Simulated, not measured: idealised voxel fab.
Title: Process Module voxel gate over fins
The figure presents cross-section cut, which has a width of 240 nm and is divided into square cells with an edge length of 5 nm.
Cross-sections here: square-cell grids, written as top-down lists of bands, a band being one or more rows of cells. What a band's entry tells you: where the top is and where the bottom is, as heights in nm, and after that what lies inside, material by material from left to right, each with its width in nm. Empty space is written as the word "empty", and a single material marked with the word "all across" occupies the band from edge to edge. All heights in this document are referenced to 0, defined as the level beneath which the wafer, as received, consists entirely of one material. The lowest band is not bounded below; it extends indefinitely downward and is written in the form "0 nm and below". Graded width ("30->40"): value in top row of band = first number; value in bottom row = second number; row-to-row change constant. Any step labelled "nothing altered" changed none of the cells in the cross-section. The entry "Closed void inventory" lists the empty spaces that cover at least 8 cells and have no open path to the top. Each is written as width x height at distance, where the distance is measured from the left edge and all three values are in nm. Note: text after step settings on the step line = simulator remark on that step. The "overlay nm" setting may appear on a step's line; for a step that uses a mask, it gives how far to the right of its planned position the mask lay, and a negative value indicates the left.
[Below is the list of planned process steps]
1,RECEIVE | material Si
2,CONFORMAL_DEP | material SiN | thk nm 5
3,PATTERN | tone cover | mask id FINS | material resist | width nm 15 | pitch nm 40 | thk nm 15 | overlay nm 0
4,DIRECTIONAL_ETCH | etch materials SiN | depth nm 5
5,DIRECTIONAL_ETCH | etch materials Si | depth nm 30
6,STRIP | etch materials resist
7,OXIDIZE | depth nm 5
8,FILL_DEP | material SiO2 | thk nm 15
9,CMP | height nm 5
10,SELECTIVE_ETCH | etch materials SiO2 | depth nm 15
11,STRIP | etch materials SiN
12,CONFORMAL_DEP | material HfO2 | thk nm 5
13,CONFORMAL_DEP | material TiN | thk nm 5
14,FILL_DEP | material W | thk nm 10
15,CMP | height nm 15
16,CONFORMAL_DEP | material SiN | thk nm 5
[Step 1 complete: cross-section of the wafer as received]
- 0 nm and below: Si all across
- Closed void inventory: none
[End-of-module cross-section. Starting structure and process plan as above; one mistake made in running it]
- 20 nm to 15 nm: SiN all across
- 15 nm to 10 nm: W all across
- 10 nm to 5 nm: W: 40 / TiN: 25 / W: 15 / TiN: 25 / W: 15 / TiN: 25 / W: 15 / TiN: 25 / W: 55
- 5 nm to 0 nm: W: 40 / TiN: 5 / HfO2: 15 / TiN: 5 / W: 15 / TiN: 5 / HfO2: 15 / TiN: 5 / W: 15 / TiN: 5 / HfO2: 15 / TiN: 5 / W: 15 / TiN: 5 / HfO2: 15 / TiN: 5 / W: 55
- 0 nm to -5 nm: TiN: 45 / HfO2: 5 / Si: 5 / HfO2: 5 / TiN: 25 / HfO2: 5 / Si: 5 / HfO2: 5 / TiN: 25 / HfO2: 5 / Si: 5 / HfO2: 5 / TiN: 25 / HfO2: 5 / Si: 5 / HfO2: 5 / TiN: 60
- -5 nm to -10 nm: HfO2: 50 / Si: 5 / HfO2: 35 / Si: 5 / HfO2: 35 / Si: 5 / HfO2: 35 / Si: 5 / HfO2: 65
- -10 nm to -35 nm: SiO2: 50 / Si: 5 / SiO2: 35 / Si: 5 / SiO2: 35 / Si: 5 / SiO2: 35 / Si: 5 / SiO2: 65
- -35 nm and below: Si all across
- Closed void inventory: none
What was done differently from what was planned? step 3: run off-plan, actual operation and settings PATTERN | tone cover | mask id FINS | material resist | width nm 15 | pitch nm 40 | thk nm 15 | overlay nm -5
